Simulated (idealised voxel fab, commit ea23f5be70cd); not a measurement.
process module | voxel ribs on slabs
cross-section cut | 160 nm wide | cells 5 nm
A cross-section is a grid of square cells, given in bands from the top down. A band is one or more rows of cells.
Each band's line starts with the height of the band's top and of its bottom, in nm. Then come its materials from left to right, each with its width in nm. One material with "throughout" fills the band from edge to edge. "air" is empty space.
Height 0 is the level under which the wafer as received is all one material. The lowest band goes on downwards, as in "0 down".
A width such as "30 to 40" changes by the same amount from each row of cells to the next, from the band's top row to its bottom row.
"no change" after a step means that no cell of the cross-section changed.
closed voids: empty space of 8 cells or more with no open way to the top, each as width x height at its distance from the left edge, in nm
after a step's settings: what the simulator itself notes on the step
overlay nm, on a step with a mask: how far to the right of its planned place the mask lay; to the left if negative
plan
1 op RECEIVE | material Si
2 op DIRECTIONAL_DEP | material SiO2 | thk nm 30
3 op DIRECTIONAL_DEP | material SiN | thk nm 25
4 op PATTERN | tone cover | mask id RIB | material resist | width nm 15 | thk nm 15 | overlay nm 0
5 op DIRECTIONAL_ETCH | etch materials SiN | depth nm 10
6 op STRIP | etch materials resist
7 op PATTERN | tone cover | mask id SLAB | material resist | width nm 55 | thk nm 20 | overlay nm 0
8 op DIRECTIONAL_ETCH | etch materials SiN | depth nm 15
9 op STRIP | etch materials resist
10 op FILL_DEP | material SiO2 | thk nm 25
11 op CMP | height nm 70
12 op DIRECTIONAL_DEP | material TiN | thk nm 10
13 op MASKED_ETCH | tone cover | mask id HEATER | width nm 25 | etch materials TiN | depth nm 10 | overlay nm -15
14 op CONFORMAL_DEP | material SiN | thk nm 10
varied across the wafers: overlay nm of step 13. The plan shows the first wafer's value. All wafers start alike
first wafer as received, after step 1
  0 down: Si throughout
  closed voids: none
each wafer at the end: cells of each material gained (+) or lost (-) since it was received, then its closed voids
overlay nm -15 | +111 SiN | +409 SiO2 | +10 TiN | closed voids: none
overlay nm -10 | +111 SiN | +409 SiO2 | +10 TiN | closed voids: none
overlay nm -5 | +111 SiN | +409 SiO2 | +10 TiN | closed voids: none
overlay nm 0 | +111 SiN | +409 SiO2 | +10 TiN | closed voids: none
overlay nm 5 | +111 SiN | +409 SiO2 | +10 TiN | closed voids: none
overlay nm 10 | +111 SiN | +409 SiO2 | +10 TiN | closed voids: none
overlay nm 15 | +111 SiN | +409 SiO2 | +10 TiN | closed voids: none
